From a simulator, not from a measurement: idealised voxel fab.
process module | voxel ribs on slabs
cross-section cut | 215 nm wide | cells 5 nm
A cross-section is a grid of square cells, given in bands from the top down. A band is one or more rows of cells.
Each band's line starts with the height of the band's top and of its bottom, in nm. Then come its materials from left to right, each with its width in nm. One material with "throughout" fills the band from edge to edge. "air" is empty space.
Height 0 is the level under which the wafer as received is all one material. The lowest band goes on downwards, as in "0 down".
A width such as "30 to 40" changes by the same amount from each row of cells to the next, from the band's top row to its bottom row.
"no change" after a step means that no cell of the cross-section changed.
closed voids: empty space of 8 cells or more with no open way to the top, each as width x height at its distance from the left edge, in nm
after a step's settings: what the simulator itself notes on the step
overlay nm, on a step with a mask: how far to the right of its planned place the mask lay; to the left if negative
plan
1 op RECEIVE | material Si
2 op DIRECTIONAL_DEP | material SiO2 | thk nm 20
3 op DIRECTIONAL_DEP | material SiN | thk nm 25
4 op MASKED_ETCH | tone cover | mask id RIB | width nm 30 | etch materials SiN | depth nm 10 | overlay nm 0
5 op DIRECTIONAL_DEP | material aC | thk nm 15
6 op PATTERN | tone cover | mask id SLAB | material resist | width nm 60 | thk nm 30 | overlay nm 0
7 op DIRECTIONAL_ETCH | etch materials aC | depth nm 15
8 op STRIP | etch materials resist
9 op DIRECTIONAL_ETCH | etch materials SiN | depth nm 15
10 op STRIP | etch materials aC
11 op FILL_DEP | material SiO2 | thk nm 20
12 op CMP | height nm 55
13 op DIRECTIONAL_DEP | material TiN | thk nm 5
14 op PATTERN | tone cover | mask id HEATER | material resist | width nm 40 | thk nm 15 | overlay nm 0
15 op DIRECTIONAL_ETCH | etch materials TiN | depth nm 5
16 op STRIP | etch materials resist
17 op CONFORMAL_DEP | material SiO2 | thk nm 10
as received, after step 1
  0 down: Si throughout
  closed voids: none
first wafer at the end, as planned
  70 to 65: air 75 | SiO2 60 | air 80
  65 to 60: SiO2 throughout
  60 to 55: SiO2 85 | TiN 40 | SiO2 90
  55 to 45: SiO2 throughout
  45 to 35: SiO2 90 | SiN 30 | SiO2 95
  35 to 20: SiO2 75 | SiN 60 | SiO2 80
  20 to 0: SiO2 throughout
  0 down: Si throughout
  closed voids: none
second wafer at the end: like start, like plan, one mistake
  70 to 65: air 75 | SiO2 60 | air 80
  65 to 60: SiO2 throughout
  60 to 55: SiO2 85 | TiN 40 | SiO2 90
  55 to 40: SiO2 throughout
  40 to 30: SiO2 90 | SiN 30 | SiO2 95
  30 to 15: SiO2 75 | SiN 60 | SiO2 80
  15 to 0: SiO2 throughout
  0 down: Si throughout
  closed voids: none
what went wrong: step 2 ran as: op DIRECTIONAL_DEP | material SiO2 | thk nm 15
at the end the second wafer has, in cells: as many of each material as the first, in other places
